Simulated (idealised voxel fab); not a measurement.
Process module, titled voxel tone inversion
300 nm wide, 5 nm square cells: that's cross-section cut.
Cross-section format: a grid of square cells, given as bands from top to bottom; each band is one or more rows of cells.
It is stipulated that each band's entry specify, in nanometres, the height of the top of the band and then that of its bottom, followed by the materials of the band in left-to-right sequence, each together with its width in nanometres. A single material marked by the word "everywhere" is understood to fill the band from edge to edge; the word "air" is understood to denote empty space.
Convention: height 0 is the level below which the wafer, as received, is all one material. The lowest band does not terminate at the bottom but continues downward, represented as "from 0 down".
Note: "30->40" means the width goes from the first number (top row of the band) to the second number (bottom row) in equal steps per row of cells.
Given "nothing changed" for a step, no cell of the cross-section differs between before and after that step.
"Enclosed void listing" contains a list of empty spaces, each no smaller than 8 cells and without an open way to the top, written in the form width x height at distance with the distance from the left edge and all three in nm.
What comes after the settings on a step's line is commentary from the simulator itself on that step.
The line of a step may include "overlay nm". On a step with a mask, this value is how far to the right of its planned place the mask lay. A negative value means the mask lay to the left.

## List of planned process steps
1: RECEIVE | material Si
2: CONFORMAL_DEP | material SiN | thk nm 5
3: DIRECTIONAL_DEP | material polySi | thk nm 15
4: PATTERN | tone cover | mask id POSTS | material resist | width nm 15 | pitch nm 40 | thk nm 20 | overlay nm 0
5: DIRECTIONAL_ETCH | etch materials polySi | depth nm 15
6: STRIP | etch materials resist
7: FILL_DEP | material SiO2 | thk nm 10
8: CMP | height nm 20
9: STRIP | etch materials polySi
10: CONFORMAL_DEP | material TiN | thk nm 5
11: FILL_DEP | material Ru | thk nm 10
12: CMP | height nm 20
13: CONFORMAL_DEP | material SiN | thk nm 5

## The cross-section here shows the wafer as received, i.e. in its state after step 1
> from 0 down: Si everywhere
> Enclosed void listing: none

## Figure: cross-sectional view of the wafer upon completion of the module, processed from the initial state and according to the plan depicted above, with one error introduced during execution
> from 25 to 15: SiN everywhere
> from 15 to 0: polySi everywhere
> from 0 down: Si everywhere
> Enclosed void listing: none
Run error: order of steps 2 and 3 inverted relative to the plan
